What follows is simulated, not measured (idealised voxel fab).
voxel self aligned contacts: a process module
160 nm wide, 5 nm square cells: that's cross-section cut.
Cross-section layout: square cells on a grid; listed as bands, top to bottom; a band spans one or more cell rows. Band: top and bottom heights (nm) first, top before bottom; then materials from left to right, widths in nm. "everywhere" marks a sole material filling the band edge to edge. "air" denotes empty space. Zero point of the height axis is 0; under it, received wafer = one material. Lowest band: continues down indefinitely, "0 down". Per-row width for "30..40": begins at first number (top row of band), ends at second number (bottom row), increment between rows held constant. It should be understood that the words "no change", when stated for a given step, signify that the cross-section underwent no change in any of its cells during that step. For the entry "Enclosed empty spaces", the listed items are empty spaces with no open way to the top whose size is 8 cells or more; each item follows the pattern width x height at distance, where distance is from the left edge and all three are in nm. Read whatever lies past the settings on a step's line as the simulator's own remark about the step. The line of a step may include "overlay nm". On a step with a mask, this value is how far to the right of its planned place the mask lay. A negative value means the mask lay to the left. If you're wondering how to read the rest of this, here's the deal. It's pairs of cross-sections: one from before a process step, one from after it. The after one is only drawn as far down as the lowest band that changed. Right under each pair you'll see which step sits between them and what its settings were. Don't read the pairs as one continuous story, though. They can come from different runs of this module on the same starting wafer, and a pair only carries on from the one above it where its entry headed "Snapshot before" says so.

Snapshot before:
	0 down  Si everywhere
	Enclosed empty spaces: none

Sectional View, Post-Process:
	0 to -5  SiO2 everywhere
	No changes below -5.
	Enclosed empty spaces: none
Process step separating the two views above: OXIDIZE, depth nm 5

Snapshot before: The structure entering this step is exactly what the pair just above shows after its step.

Sectional View, Post-Process:
	30 to 0  polySi everywhere
	No changes below 0.
	Enclosed empty spaces: none
Process step separating the two views above: DIRECTIONAL_DEP, material polySi, thk nm 30

Snapshot before: The structure entering this step is exactly what the pair just above shows after its step.

Sectional View, Post-Process:
	55 to 30  SiN everywhere
	No changes below 30.
	Enclosed empty spaces: none
Process step separating the two views above: DIRECTIONAL_DEP, material SiN, thk nm 25

Snapshot before: The structure entering this step is exactly what the pair just above shows after its step.

Sectional View, Post-Process:
	75 to 55  25 air  35 resist  35 air  35 resist  30 air
	No changes below 55.
	Enclosed empty spaces: none
Process step separating the two views above: PATTERN, tone cover, mask id GATE, material resist, width nm 35, pitch nm 70, thk nm 20, overlay nm 0

Snapshot before: The structure entering this step is exactly what the pair just above shows after its step.

Sectional View, Post-Process:
	75 to 55  25 air  35 resist  35 air  35 resist  30 air
	55 to 30  25 air  35 SiN  35 air  35 SiN  30 air
	No changes below 30.
	Enclosed empty spaces: none
Process step separating the two views above: DIRECTIONAL_ETCH, etch materials SiN, depth nm 25

Snapshot before: The structure entering this step is exactly what the pair just above shows after its step.

Sectional View, Post-Process:
	75 to 55  25 air  35 resist  35 air  35 resist  30 air
	55 to 30  25 air  35 SiN  35 air  35 SiN  30 air
	30 to 0  25 air  35 polySi  35 air  35 polySi  30 air
	No changes below 0.
	Enclosed empty spaces: none
Process step separating the two views above: DIRECTIONAL_ETCH, etch materials polySi, depth nm 30

Snapshot before: The structure entering this step is exactly what the pair just above shows after its step.

Sectional View, Post-Process:
	55 to 30  25 air  35 SiN  35 air  35 SiN  30 air
	No changes below 30.
	Enclosed empty spaces: none
Process step separating the two views above: STRIP, etch materials resist

Snapshot before: The structure entering this step is exactly what the pair just above shows after its step.

Sectional View, Post-Process:
	65 to 30  15 air  55 SiN  15 air  55 SiN  20 air
	30 to 10  15 air  10 SiN  35 polySi  10 SiN  15 air  10 SiN  35 polySi  10 SiN  20 air
	10 to 0  25 SiN  35 polySi  35 SiN  35 polySi  30 SiN
	No changes below 0.
	Enclosed empty spaces: none
Process step separating the two views above: CONFORMAL_DEP, material SiN, thk nm 10

Snapshot before: The structure entering this step is exactly what the pair just above shows after its step.

Sectional View, Post-Process:
	55 to 30  15 air  55 SiN  15 air  55 SiN  20 air
	30 to 0  15 air  10 SiN  35 polySi  10 SiN  15 air  10 SiN  35 polySi  10 SiN  20 air
	No changes below 0.
	Enclosed empty spaces: none
Process step separating the two views above: DIRECTIONAL_ETCH, etch materials SiN, depth nm 10

Snapshot before: The structure entering this step is exactly what the pair just above shows after its step.

Sectional View, Post-Process:
	70 to 55  SiO2 everywhere
	55 to 30  15 SiO2  55 SiN  15 SiO2  55 SiN  20 SiO2
	30 to 0  15 SiO2  10 SiN  35 polySi  10 SiN  15 SiO2  10 SiN  35 polySi  10 SiN  20 SiO2
	No changes below 0.
	Enclosed empty spaces: none
Process step separating the two views above: FILL_DEP, material SiO2, thk nm 15

Snapshot before: The structure entering this step is exactly what the pair just above shows after its step.

Sectional View, Post-Process:
	65 to 55  SiO2 everywhere
	No changes below 55.
	Enclosed empty spaces: none
Process step separating the two views above: CMP, height nm 65

Snapshot before: The structure entering this step is exactly what the pair just above shows after its step.

Sectional View, Post-Process:
	80 to 65  aC everywhere
	No changes below 65.
	Enclosed empty spaces: none
Process step separating the two views above: DIRECTIONAL_DEP, material aC, thk nm 15

Snapshot before: The structure entering this step is exactly what the pair just above shows after its step.

Sectional View, Post-Process:
	115 to 80  55 resist  45 air  60 resist
	No changes below 80.
	Enclosed empty spaces: none
Process step separating the two views above: PATTERN, tone open, mask id CONTACT, material resist, width nm 45, thk nm 35, overlay nm 0

Snapshot before: The structure entering this step is exactly what the pair just above shows after its step.

Sectional View, Post-Process:
	100 to 80  55 resist  45 air  60 resist
	80 to 65  55 aC  45 air  60 aC
	No changes below 65.
	Enclosed empty spaces: none
Process step separating the two views above: DIRECTIONAL_ETCH, etch materials aC, depth nm 15

Snapshot before: The structure entering this step is exactly what the pair just above shows after its step.

Sectional View, Post-Process:
	80 to 65  55 aC  45 air  60 aC
	No changes below 65.
	Enclosed empty spaces: none
Process step separating the two views above: STRIP, etch materials resist

Snapshot before: The structure entering this step is exactly what the pair just above shows after its step.

Sectional View, Post-Process:
	80 to 65  55 aC  45 air  60 aC
	65 to 55  55 SiO2  45 air  60 SiO2
	55 to 30  15 SiO2  55 SiN  15 air  55 SiN  20 SiO2
	30 to 0  15 SiO2  10 SiN  35 polySi  10 SiN  15 air  10 SiN  35 polySi  10 SiN  20 SiO2
	0 to -5  70 SiO2  15 air  75 SiO2
	No changes below -5.
	Enclosed empty spaces: none
Process step separating the two views above: DIRECTIONAL_ETCH, etch materials SiO2, depth nm 70

Snapshot before: The structure entering this step is exactly what the pair just above shows after its step.

Sectional View, Post-Process:
	65 to 55  55 SiO2  45 air  60 SiO2
	No changes below 55.
	Enclosed empty spaces: none
Process step separating the two views above: STRIP, etch materials aC

Snapshot before: The structure entering this step is exactly what the pair just above shows after its step.

Sectional View, Post-Process:
	70 to 65  60 TiN  35 air  65 TiN
	65 to 55  55 SiO2  5..20 TiN  35..5 air  5..20 TiN  60 SiO2
	55 to 30  15 SiO2  55 SiN  5 TiN  5 air  5 TiN  55 SiN  20 SiO2
	30 to 0  15 SiO2  10 SiN  35 polySi  10 SiN  5 TiN  5 air  5 TiN  10 SiN  35 polySi  10 SiN  20 SiO2
	0 to -5  70 SiO2  15 TiN  75 SiO2
	No changes below -5.
	Enclosed empty spaces: none
Process step separating the two views above: CONFORMAL_DEP, material TiN, thk nm 5

Snapshot before: The structure entering this step is exactly what the pair just above shows after its step.

Sectional View, Post-Process:
	80 to 70  W everywhere
	70 to 65  60 TiN  35 W  65 TiN
	65 to 55  55 SiO2  5..20 TiN  35..5 W  5..20 TiN  60 SiO2
	55 to 30  15 SiO2  55 SiN  5 TiN  5 W  5 TiN  55 SiN  20 SiO2
	30 to 0  15 SiO2  10 SiN  35 polySi  10 SiN  5 TiN  5 W  5 TiN  10 SiN  35 polySi  10 SiN  20 SiO2
	No changes below 0.
	Enclosed empty spaces: none
Process step separating the two views above: FILL_DEP, material W, thk nm 10

Snapshot before: The structure entering this step is exactly what the pair just above shows after its step.

Sectional View, Post-Process:
	65 to 55  55 SiO2  5..20 TiN  35..5 W  5..20 TiN  60 SiO2
	No changes below 55.
	Enclosed empty spaces: none
Process step separating the two views above: CMP, height nm 65

Snapshot before: The structure entering this step is exactly what the pair just above shows after its step.

Sectional View, Post-Process:
	70 to 65  SiN everywhere
	No changes below 65.
	Enclosed empty spaces: none
Process step separating the two views above: CONFORMAL_DEP, material SiN, thk nm 5

Snapshot before:
	0 down  Si everywhere
	Enclosed empty spaces: none

Sectional View, Post-Process:
	30 to 0  polySi everywhere
	No changes below 0.
	Enclosed empty spaces: none
Process step separating the two views above: DIRECTIONAL_DEP, material polySi, thk nm 30

Snapshot before: The structure entering this step is exactly what the pair just above shows after its step.

Sectional View, Post-Process:
	55 to 30  SiN everywhere
	No changes below 30.
	Enclosed empty spaces: none
Process step separating the two views above: DIRECTIONAL_DEP, material SiN, thk nm 25

Snapshot before: The structure entering this step is exactly what the pair just above shows after its step.

Sectional View, Post-Process:
	75 to 55  25 air  35 resist  35 air  35 resist  30 air
	No changes below 55.
	Enclosed empty spaces: none
Process step separating the two views above: PATTERN, tone cover, mask id GATE, material resist, width nm 35, pitch nm 70, thk nm 20, overlay nm 0

Snapshot before: The structure entering this step is exactly what the pair just above shows after its step.

Sectional View, Post-Process:
	75 to 55  25 air  35 resist  35 air  35 resist  30 air
	55 to 30  25 air  35 SiN  35 air  35 SiN  30 air
	No changes below 30.
	Enclosed empty spaces: none
Process step separating the two views above: DIRECTIONAL_ETCH, etch materials SiN, depth nm 25

Snapshot before: The structure entering this step is exactly what the pair just above shows after its step.

Sectional View, Post-Process:
	75 to 55  25 air  35 resist  35 air  35 resist  30 air
	55 to 30  25 air  35 SiN  35 air  35 SiN  30 air
	30 to 0  25 air  35 polySi  35 air  35 polySi  30 air
	No changes below 0.
	Enclosed empty spaces: none
Process step separating the two views above: DIRECTIONAL_ETCH, etch materials polySi, depth nm 30

Snapshot before: The structure entering this step is exactly what the pair just above shows after its step.

Sectional View, Post-Process:
	55 to 30  25 air  35 SiN  35 air  35 SiN  30 air
	No changes below 30.
	Enclosed empty spaces: none
Process step separating the two views above: STRIP, etch materials resist

Snapshot before: The structure entering this step is exactly what the pair just above shows after its step.

Sectional View, Post-Process:
	65 to 30  15 air  55 SiN  15 air  55 SiN  20 air
	30 to 10  15 air  10 SiN  35 polySi  10 SiN  15 air  10 SiN  35 polySi  10 SiN  20 air
	10 to 0  25 SiN  35 polySi  35 SiN  35 polySi  30 SiN
	No changes below 0.
	Enclosed empty spaces: none
Process step separating the two views above: CONFORMAL_DEP, material SiN, thk nm 10

Snapshot before: The structure entering this step is exactly what the pair just above shows after its step.

Sectional View, Post-Process:
	55 to 30  15 air  55 SiN  15 air  55 SiN  20 air
	30 to 0  15 air  10 SiN  35 polySi  10 SiN  15 air  10 SiN  35 polySi  10 SiN  20 air
	No changes below 0.
	Enclosed empty spaces: none
Process step separating the two views above: DIRECTIONAL_ETCH, etch materials SiN, depth nm 10

Snapshot before: The structure entering this step is exactly what the pair just above shows after its step.

Sectional View, Post-Process:
	70 to 55  SiO2 everywhere
	55 to 30  15 SiO2  55 SiN  15 SiO2  55 SiN  20 SiO2
	30 to 0  15 SiO2  10 SiN  35 polySi  10 SiN  15 SiO2  10 SiN  35 polySi  10 SiN  20 SiO2
	No changes below 0.
	Enclosed empty spaces: none
Process step separating the two views above: FILL_DEP, material SiO2, thk nm 15

Snapshot before: The structure entering this step is exactly what the pair just above shows after its step.

Sectional View, Post-Process:
	65 to 55  SiO2 everywhere
	No changes below 55.
	Enclosed empty spaces: none
Process step separating the two views above: CMP, height nm 65

Snapshot before: The structure entering this step is exactly what the pair just above shows after its step.

Sectional View, Post-Process:
	80 to 65  aC everywhere
	No changes below 65.
	Enclosed empty spaces: none
Process step separating the two views above: DIRECTIONAL_DEP, material aC, thk nm 15

Snapshot before: The structure entering this step is exactly what the pair just above shows after its step.

Sectional View, Post-Process:
	115 to 80  55 resist  45 air  60 resist
	No changes below 80.
	Enclosed empty spaces: none
Process step separating the two views above: PATTERN, tone open, mask id CONTACT, material resist, width nm 45, thk nm 35, overlay nm 0

Snapshot before: The structure entering this step is exactly what the pair just above shows after its step.

Sectional View, Post-Process:
	100 to 80  55 resist  45 air  60 resist
	80 to 65  55 aC  45 air  60 aC
	No changes below 65.
	Enclosed empty spaces: none
Process step separating the two views above: DIRECTIONAL_ETCH, etch materials aC, depth nm 15

Snapshot before: The structure entering this step is exactly what the pair just above shows after its step.

Sectional View, Post-Process:
	80 to 65  55 aC  45 air  60 aC
	No changes below 65.
	Enclosed empty spaces: none
Process step separating the two views above: STRIP, etch materials resist

Snapshot before: The structure entering this step is exactly what the pair just above shows after its step.

Sectional View, Post-Process:
	80 to 65  55 aC  45 air  60 aC
	65 to 55  55 SiO2  45 air  60 SiO2
	55 to 30  15 SiO2  55 SiN  15 air  55 SiN  20 SiO2
	30 to 0  15 SiO2  10 SiN  35 polySi  10 SiN  15 air  10 SiN  35 polySi  10 SiN  20 SiO2
	No changes below 0.
	Enclosed empty spaces: none
Process step separating the two views above: DIRECTIONAL_ETCH, etch materials SiO2, depth nm 70

Snapshot before: The structure entering this step is exactly what the pair just above shows after its step.

Sectional View, Post-Process:
	65 to 55  55 SiO2  45 air  60 SiO2
	No changes below 55.
	Enclosed empty spaces: none
Process step separating the two views above: STRIP, etch materials aC

Snapshot before: The structure entering this step is exactly what the pair just above shows after its step.

Sectional View, Post-Process:
	70 to 65  60 TiN  35 air  65 TiN
	65 to 55  55 SiO2  5..20 TiN  35..5 air  5..20 TiN  60 SiO2
	55 to 30  15 SiO2  55 SiN  5 TiN  5 air  5 TiN  55 SiN  20 SiO2
	30 to 5  15 SiO2  10 SiN  35 polySi  10 SiN  5 TiN  5 air  5 TiN  10 SiN  35 polySi  10 SiN  20 SiO2
	5 to 0  15 SiO2  10 SiN  35 polySi  10 SiN  15 TiN  10 SiN  35 polySi  10 SiN  20 SiO2
	No changes below 0.
	Enclosed empty spaces: none
Process step separating the two views above: CONFORMAL_DEP, material TiN, thk nm 5

Snapshot before: The structure entering this step is exactly what the pair just above shows after its step.

Sectional View, Post-Process:
	80 to 70  W everywhere
	70 to 65  60 TiN  35 W  65 TiN
	65 to 55  55 SiO2  5..20 TiN  35..5 W  5..20 TiN  60 SiO2
	55 to 30  15 SiO2  55 SiN  5 TiN  5 W  5 TiN  55 SiN  20 SiO2
	30 to 5  15 SiO2  10 SiN  35 polySi  10 SiN  5 TiN  5 W  5 TiN  10 SiN  35 polySi  10 SiN  20 SiO2
	No changes below 5.
	Enclosed empty spaces: none
Process step separating the two views above: FILL_DEP, material W, thk nm 10

Snapshot before: The structure entering this step is exactly what the pair just above shows after its step.

Sectional View, Post-Process:
	65 to 55  55 SiO2  5..20 TiN  35..5 W  5..20 TiN  60 SiO2
	No changes below 55.
	Enclosed empty spaces: none
Process step separating the two views above: CMP, height nm 65

Snapshot before: The structure entering this step is exactly what the pair just above shows after its step.

Sectional View, Post-Process:
	70 to 65  SiN everywhere
	No changes below 65.
	Enclosed empty spaces: none
Process step separating the two views above: CONFORMAL_DEP, material SiN, thk nm 5

Snapshot before:
	30 to 0  polySi everywhere
	0 to -5  SiO2 everywhere
	-5 down  Si everywhere
	Enclosed empty spaces: none

Sectional View, Post-Process:
	60 to 0  polySi everywhere
	No changes below 0.
	Enclosed empty spaces: none
Process step separating the two views above: DIRECTIONAL_DEP, material polySi, thk nm 30

Snapshot before: The structure entering this step is exactly what the pair just above shows after its step.

Sectional View, Post-Process:
	85 to 60  SiN everywhere
	No changes below 60.
	Enclosed empty spaces: none
Process step separating the two views above: DIRECTIONAL_DEP, material SiN, thk nm 25

Snapshot before: The structure entering this step is exactly what the pair just above shows after its step.

Sectional View, Post-Process:
	105 to 85  25 air  35 resist  35 air  35 resist  30 air
	No changes below 85.
	Enclosed empty spaces: none
Process step separating the two views above: PATTERN, tone cover, mask id GATE, material resist, width nm 35, pitch nm 70, thk nm 20, overlay nm 0

Snapshot before: The structure entering this step is exactly what the pair just above shows after its step.

Sectional View, Post-Process:
	105 to 85  25 air  35 resist  35 air  35 resist  30 air
	85 to 60  25 air  35 SiN  35 air  35 SiN  30 air
	No changes below 60.
	Enclosed empty spaces: none
Process step separating the two views above: DIRECTIONAL_ETCH, etch materials SiN, depth nm 25

Snapshot before: The structure entering this step is exactly what the pair just above shows after its step.

Sectional View, Post-Process:
	105 to 85  25 air  35 resist  35 air  35 resist  30 air
	85 to 60  25 air  35 SiN  35 air  35 SiN  30 air
	60 to 30  25 air  35 polySi  35 air  35 polySi  30 air
	No changes below 30.
	Enclosed empty spaces: none
Process step separating the two views above: DIRECTIONAL_ETCH, etch materials polySi, depth nm 30

Snapshot before: The structure entering this step is exactly what the pair just above shows after its step.

Sectional View, Post-Process:
	85 to 60  25 air  35 SiN  35 air  35 SiN  30 air
	No changes below 60.
	Enclosed empty spaces: none
Process step separating the two views above: STRIP, etch materials resist

Snapshot before: The structure entering this step is exactly what the pair just above shows after its step.

Sectional View, Post-Process:
	95 to 60  15 air  55 SiN  15 air  55 SiN  20 air
	60 to 40  15 air  10 SiN  35 polySi  10 SiN  15 air  10 SiN  35 polySi  10 SiN  20 air
	40 to 30  25 SiN  35 polySi  35 SiN  35 polySi  30 SiN
	No changes below 30.
	Enclosed empty spaces: none
Process step separating the two views above: CONFORMAL_DEP, material SiN, thk nm 10

Snapshot before: The structure entering this step is exactly what the pair just above shows after its step.

Sectional View, Post-Process:
	85 to 60  15 air  55 SiN  15 air  55 SiN  20 air
	60 to 30  15 air  10 SiN  35 polySi  10 SiN  15 air  10 SiN  35 polySi  10 SiN  20 air
	No changes below 30.
	Enclosed empty spaces: none
Process step separating the two views above: DIRECTIONAL_ETCH, etch materials SiN, depth nm 10

Snapshot before: The structure entering this step is exactly what the pair just above shows after its step.

Sectional View, Post-Process:
	100 to 85  SiO2 everywhere
	85 to 60  15 SiO2  55 SiN  15 SiO2  55 SiN  20 SiO2
	60 to 30  15 SiO2  10 SiN  35 polySi  10 SiN  15 SiO2  10 SiN  35 polySi  10 SiN  20 SiO2
	No changes below 30.
	Enclosed empty spaces: none
Process step separating the two views above: FILL_DEP, material SiO2, thk nm 15

Snapshot before: The structure entering this step is exactly what the pair just above shows after its step.

Sectional View, Post-Process:
	65 to 60  15 SiO2  55 SiN  15 SiO2  55 SiN  20 SiO2
	No changes below 60.
	Enclosed empty spaces: none
Process step separating the two views above: CMP, height nm 65

Snapshot before: The structure entering this step is exactly what the pair just above shows after its step.

Sectional View, Post-Process:
	80 to 65  aC everywhere
	No changes below 65.
	Enclosed empty spaces: none
Process step separating the two views above: DIRECTIONAL_DEP, material aC, thk nm 15

Snapshot before: The structure entering this step is exactly what the pair just above shows after its step.

Sectional View, Post-Process:
	115 to 80  55 resist  45 air  60 resist
	No changes below 80.
	Enclosed empty spaces: none
Process step separating the two views above: PATTERN, tone open, mask id CONTACT, material resist, width nm 45, thk nm 35, overlay nm 0

Snapshot before: The structure entering this step is exactly what the pair just above shows after its step.

Sectional View, Post-Process:
	100 to 80  55 resist  45 air  60 resist
	80 to 65  55 aC  45 air  60 aC
	No changes below 65.
	Enclosed empty spaces: none
Process step separating the two views above: DIRECTIONAL_ETCH, etch materials aC, depth nm 15

Snapshot before: The structure entering this step is exactly what the pair just above shows after its step.

Sectional View, Post-Process:
	80 to 65  55 aC  45 air  60 aC
	No changes below 65.
	Enclosed empty spaces: none
Process step separating the two views above: STRIP, etch materials resist

Snapshot before: The structure entering this step is exactly what the pair just above shows after its step.

Sectional View, Post-Process:
	80 to 65  55 aC  45 air  60 aC
	65 to 60  15 SiO2  55 SiN  15 air  55 SiN  20 SiO2
	60 to 30  15 SiO2  10 SiN  35 polySi  10 SiN  15 air  10 SiN  35 polySi  10 SiN  20 SiO2
	No changes below 30.
	Enclosed empty spaces: none
Process step separating the two views above: DIRECTIONAL_ETCH, etch materials SiO2, depth nm 70

Snapshot before: The structure entering this step is exactly what the pair just above shows after its step.

Sectional View, Post-Process:
	65 to 60  15 SiO2  55 SiN  15 air  55 SiN  20 SiO2
	No changes below 60.
	Enclosed empty spaces: none
Process step separating the two views above: STRIP, etch materials aC

Snapshot before: The structure entering this step is exactly what the pair just above shows after its step.

Sectional View, Post-Process:
	70 to 65  75 TiN  5 air  80 TiN
	65 to 60  15 SiO2  55 SiN  5 TiN  5 air  5 TiN  55 SiN  20 SiO2
	60 to 35  15 SiO2  10 SiN  35 polySi  10 SiN  5 TiN  5 air  5 TiN  10 SiN  35 polySi  10 SiN  20 SiO2
	35 to 30  15 SiO2  10 SiN  35 polySi  10 SiN  15 TiN  10 SiN  35 polySi  10 SiN  20 SiO2
	No changes below 30.
	Enclosed empty spaces: none
Process step separating the two views above: CONFORMAL_DEP, material TiN, thk nm 5

Snapshot before: The structure entering this step is exactly what the pair just above shows after its step.

Sectional View, Post-Process:
	80 to 70  W everywhere
	70 to 65  75 TiN  5 W  80 TiN
	65 to 60  15 SiO2  55 SiN  5 TiN  5 W  5 TiN  55 SiN  20 SiO2
	60 to 35  15 SiO2  10 SiN  35 polySi  10 SiN  5 TiN  5 W  5 TiN  10 SiN  35 polySi  10 SiN  20 SiO2
	No changes below 35.
	Enclosed empty spaces: none
Process step separating the two views above: FILL_DEP, material W, thk nm 10

Snapshot before: The structure entering this step is exactly what the pair just above shows after its step.

Sectional View, Post-Process:
	65 to 60  15 SiO2  55 SiN  5 TiN  5 W  5 TiN  55 SiN  20 SiO2
	No changes below 60.
	Enclosed empty spaces: none
Process step separating the two views above: CMP, height nm 65

Snapshot before: The structure entering this step is exactly what the pair just above shows after its step.

Sectional View, Post-Process:
	70 to 65  SiN everywhere
	No changes below 65.
	Enclosed empty spaces: none
Process step separating the two views above: CONFORMAL_DEP, material SiN, thk nm 5

Snapshot before:
	55 to 30  25 air  35 SiN  35 air  35 SiN  30 air
	30 to 0  25 air  35 polySi  35 air  35 polySi  30 air
	0 to -5  SiO2 everywhere
	-5 down  Si everywhere
	Enclosed empty spaces: none

Sectional View, Post-Process:
	45 to 30  25 air  35 SiN  35 air  35 SiN  30 air
	No changes below 30.
	Enclosed empty spaces: none
Process step separating the two views above: DIRECTIONAL_ETCH, etch materials SiN, depth nm 10

Snapshot before: The structure entering this step is exactly what the pair just above shows after its step.

Sectional View, Post-Process:
	55 to 30  15 air  55 SiN  15 air  55 SiN  20 air
	30 to 10  15 air  10 SiN  35 polySi  10 SiN  15 air  10 SiN  35 polySi  10 SiN  20 air
	10 to 0  25 SiN  35 polySi  35 SiN  35 polySi  30 SiN
	No changes below 0.
	Enclosed empty spaces: none
Process step separating the two views above: CONFORMAL_DEP, material SiN, thk nm 10

Snapshot before: The structure entering this step is exactly what the pair just above shows after its step.

Sectional View, Post-Process:
	70 to 55  SiO2 everywhere
	55 to 30  15 SiO2  55 SiN  15 SiO2  55 SiN  20 SiO2
	30 to 10  15 SiO2  10 SiN  35 polySi  10 SiN  15 SiO2  10 SiN  35 polySi  10 SiN  20 SiO2
	No changes below 10.
	Enclosed empty spaces: none
Process step separating the two views above: FILL_DEP, material SiO2, thk nm 15

Snapshot before: The structure entering this step is exactly what the pair just above shows after its step.

Sectional View, Post-Process:
	65 to 55  SiO2 everywhere
	No changes below 55.
	Enclosed empty spaces: none
Process step separating the two views above: CMP, height nm 65

Snapshot before: The structure entering this step is exactly what the pair just above shows after its step.

Sectional View, Post-Process:
	80 to 65  aC everywhere
	No changes below 65.
	Enclosed empty spaces: none
Process step separating the two views above: DIRECTIONAL_DEP, material aC, thk nm 15

Snapshot before: The structure entering this step is exactly what the pair just above shows after its step.

Sectional View, Post-Process:
	115 to 80  55 resist  45 air  60 resist
	No changes below 80.
	Enclosed empty spaces: none
Process step separating the two views above: PATTERN, tone open, mask id CONTACT, material resist, width nm 45, thk nm 35, overlay nm 0

Snapshot before: The structure entering this step is exactly what the pair just above shows after its step.

Sectional View, Post-Process:
	100 to 80  55 resist  45 air  60 resist
	80 to 65  55 aC  45 air  60 aC
	No changes below 65.
	Enclosed empty spaces: none
Process step separating the two views above: DIRECTIONAL_ETCH, etch materials aC, depth nm 15

Snapshot before: The structure entering this step is exactly what the pair just above shows after its step.

Sectional View, Post-Process:
	80 to 65  55 aC  45 air  60 aC
	No changes below 65.
	Enclosed empty spaces: none
Process step separating the two views above: STRIP, etch materials resist

Snapshot before: The structure entering this step is exactly what the pair just above shows after its step.

Sectional View, Post-Process:
	80 to 65  55 aC  45 air  60 aC
	65 to 55  55 SiO2  45 air  60 SiO2
	55 to 30  15 SiO2  55 SiN  15 air  55 SiN  20 SiO2
	30 to 10  15 SiO2  10 SiN  35 polySi  10 SiN  15 air  10 SiN  35 polySi  10 SiN  20 SiO2
	No changes below 10.
	Enclosed empty spaces: none
Process step separating the two views above: DIRECTIONAL_ETCH, etch materials SiO2, depth nm 70

Snapshot before: The structure entering this step is exactly what the pair just above shows after its step.

Sectional View, Post-Process:
	65 to 55  55 SiO2  45 air  60 SiO2
	No changes below 55.
	Enclosed empty spaces: none
Process step separating the two views above: STRIP, etch materials aC

Snapshot before: The structure entering this step is exactly what the pair just above shows after its step.

Sectional View, Post-Process:
	70 to 65  60 TiN  35 air  65 TiN
	65 to 55  55 SiO2  5..20 TiN  35..5 air  5..20 TiN  60 SiO2
	55 to 30  15 SiO2  55 SiN  5 TiN  5 air  5 TiN  55 SiN  20 SiO2
	30 to 15  15 SiO2  10 SiN  35 polySi  10 SiN  5 TiN  5 air  5 TiN  10 SiN  35 polySi  10 SiN  20 SiO2
	15 to 10  15 SiO2  10 SiN  35 polySi  10 SiN  15 TiN  10 SiN  35 polySi  10 SiN  20 SiO2
	No changes below 10.
	Enclosed empty spaces: none
Process step separating the two views above: CONFORMAL_DEP, material TiN, thk nm 5

Snapshot before: The structure entering this step is exactly what the pair just above shows after its step.

Sectional View, Post-Process:
	80 to 70  W everywhere
	70 to 65  60 TiN  35 W  65 TiN
	65 to 55  55 SiO2  5..20 TiN  35..5 W  5..20 TiN  60 SiO2
	55 to 30  15 SiO2  55 SiN  5 TiN  5 W  5 TiN  55 SiN  20 SiO2
	30 to 15  15 SiO2  10 SiN  35 polySi  10 SiN  5 TiN  5 W  5 TiN  10 SiN  35 polySi  10 SiN  20 SiO2
	No changes below 15.
	Enclosed empty spaces: none
Process step separating the two views above: FILL_DEP, material W, thk nm 10

Snapshot before: The structure entering this step is exactly what the pair just above shows after its step.

Sectional View, Post-Process:
	65 to 55  55 SiO2  5..20 TiN  35..5 W  5..20 TiN  60 SiO2
	No changes below 55.
	Enclosed empty spaces: none
Process step separating the two views above: CMP, height nm 65

Snapshot before: The structure entering this step is exactly what the pair just above shows after its step.

Sectional View, Post-Process:
	70 to 65  SiN everywhere
	No changes below 65.
	Enclosed empty spaces: none
Process step separating the two views above: CONFORMAL_DEP, material SiN, thk nm 5

Snapshot before:
	80 to 70  W everywhere
	70 to 65  60 TiN  35 W  65 TiN
	65 to 55  55 SiO2  5..20 TiN  35..5 W  5..20 TiN  60 SiO2
	55 to 30  15 SiO2  55 SiN  5 TiN  5 W  5 TiN  55 SiN  20 SiO2
	30 to 0  15 SiO2  10 SiN  35 polySi  10 SiN  5 TiN  5 W  5 TiN  10 SiN  35 polySi  10 SiN  20 SiO2
	0 to -5  70 SiO2  15 TiN  75 SiO2
	-5 down  Si everywhere
	Enclosed empty spaces: none

Sectional View, Post-Process:
	75 to 70  W everywhere
	No changes below 70.
	Enclosed empty spaces: none
Process step separating the two views above: CMP, height nm 75

Snapshot before: The structure entering this step is exactly what the pair just above shows after its step.

Sectional View, Post-Process:
	80 to 75  SiN everywhere
	No changes below 75.
	Enclosed empty spaces: none
Process step separating the two views above: CONFORMAL_DEP, material SiN, thk nm 5

Snapshot before:
	80 to 65  aC everywhere
	65 to 55  SiO2 everywhere
	55 to 30  15 SiO2  55 SiN  15 SiO2  55 SiN  20 SiO2
	30 to 0  15 SiO2  10 SiN  35 polySi  10 SiN  15 SiO2  10 SiN  35 polySi  10 SiN  20 SiO2
	0 to -5  SiO2 everywhere
	-5 down  Si everywhere
	Enclosed empty spaces: none

Sectional View, Post-Process:
	115 to 80  60 resist  35 air  65 resist
	No changes below 80.
	Enclosed empty spaces: none
Process step separating the two views above: PATTERN, tone open, mask id CONTACT, material resist, width nm 35, thk nm 35, overlay nm 0

Snapshot before: The structure entering this step is exactly what the pair just above shows after its step.

Sectional View, Post-Process:
	100 to 80  60 resist  35 air  65 resist
	80 to 65  60 aC  35 air  65 aC
	No changes below 65.
	Enclosed empty spaces: none
Process step separating the two views above: DIRECTIONAL_ETCH, etch materials aC, depth nm 15

Snapshot before: The structure entering this step is exactly what the pair just above shows after its step.

Sectional View, Post-Process:
	80 to 65  60 aC  35 air  65 aC
	No changes below 65.
	Enclosed empty spaces: none
Process step separating the two views above: STRIP, etch materials resist

Snapshot before: The structure entering this step is exactly what the pair just above shows after its step.

Sectional View, Post-Process:
	80 to 65  60 aC  35 air  65 aC
	65 to 55  60 SiO2  35 air  65 SiO2
	55 to 30  15 SiO2  55 SiN  15 air  55 SiN  20 SiO2
	30 to 0  15 SiO2  10 SiN  35 polySi  10 SiN  15 air  10 SiN  35 polySi  10 SiN  20 SiO2
	0 to -5  70 SiO2  15 air  75 SiO2
	No changes below -5.
	Enclosed empty spaces: none
Process step separating the two views above: DIRECTIONAL_ETCH, etch materials SiO2, depth nm 70

Snapshot before: The structure entering this step is exactly what the pair just above shows after its step.

Sectional View, Post-Process:
	65 to 55  60 SiO2  35 air  65 SiO2
	No changes below 55.
	Enclosed empty spaces: none
Process step separating the two views above: STRIP, etch materials aC

Snapshot before: The structure entering this step is exactly what the pair just above shows after its step.

Sectional View, Post-Process:
	70 to 65  65 TiN  25 air  70 TiN
	65 to 55  60 SiO2  5..15 TiN  25..5 air  5..15 TiN  65 SiO2
	55 to 30  15 SiO2  55 SiN  5 TiN  5 air  5 TiN  55 SiN  20 SiO2
	30 to 0  15 SiO2  10 SiN  35 polySi  10 SiN  5 TiN  5 air  5 TiN  10 SiN  35 polySi  10 SiN  20 SiO2
	0 to -5  70 SiO2  15 TiN  75 SiO2
	No changes below -5.
	Enclosed empty spaces: none
Process step separating the two views above: CONFORMAL_DEP, material TiN, thk nm 5
